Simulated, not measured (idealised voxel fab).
Process module in this document: voxel ribs on slabs
The cross-section on display is named cut; it measures 185 nm wide, and its cells are 5 nm squares.
Cross-section, as written here: a square-cell grid given band by band from the top down, where a band holds one or more rows of cells. Band: top height; bottom height; in nm. Then, left to right: material with width in nm, for each material. "edge to edge": a single material spanning edge to edge. "air": empty space. For the purposes of this specification, 0 denotes the height below which the wafer in its as-received condition is composed wholly of one material, and the lowermost band, lacking a lower limit, extends downward without end, as expressed in "0 and below". Width: "30 to 40" (first number = top row, second number = bottom row, same change from row to row of cells). "remained the same" after a step means that no cell of the cross-section changed. Any empty space of 8 cells or more lacking an open way to the top shows up in "Enclosed empty spaces" as width x height at distance, distance from the left edge, in nm. Step line, after settings: the simulator's comment on this step. overlay nm: right-of-plan distance of the mask on a masked step; negative values mean left-of-plan.
## The steps planned for the process are as follows
1,RECEIVE, material Si
2,DIRECTIONAL_DEP, material SiO2, thk nm 30
3,DIRECTIONAL_DEP, material polySi, thk nm 20
4,MASKED_ETCH, tone cover, mask id RIB, width nm 20, etch materials polySi, depth nm 5, overlay nm 0
5,DIRECTIONAL_DEP, material aC, thk nm 15
6,PATTERN, tone cover, mask id SLAB, material resist, width nm 50, thk nm 30, overlay nm 0
7,DIRECTIONAL_ETCH, etch materials aC, depth nm 15
8,STRIP, etch materials resist
9,DIRECTIONAL_ETCH, etch materials polySi, depth nm 15
10,STRIP, etch materials aC
11,FILL_DEP, material SiO2, thk nm 20
12,CMP, height nm 60
13,DIRECTIONAL_DEP, material W, thk nm 5
14,MASKED_ETCH, tone cover, mask id HEATER, width nm 30, etch materials W, depth nm 5, overlay nm 0
15,CONFORMAL_DEP, material SiO2, thk nm 5
## This is the cross-section of the wafer as we received it, i.e. after step 1
- 0 and below = Si edge to edge
- Enclosed empty spaces: none
## The module was run from the start shown above using the plan shown above, but one mistake was made doing it; the resulting wafer cross-section is below
- 70 down to 65 = 70 nm air, 40 nm SiO2, 75 nm air
- 65 down to 60 = 75 nm SiO2, 30 nm W, 80 nm SiO2
- 60 down to 50 = aC edge to edge
- 50 down to 45 = 80 nm aC, 20 nm polySi, 85 nm aC
- 45 down to 30 = 65 nm aC, 50 nm polySi, 70 nm aC
- 30 down to 0 = SiO2 edge to edge
- 0 and below = Si edge to edge
- Enclosed empty spaces: none
Nonconformance to the process plan: off-plan run, step 11, actual operation and settings FILL_DEP, material aC, thk nm 20
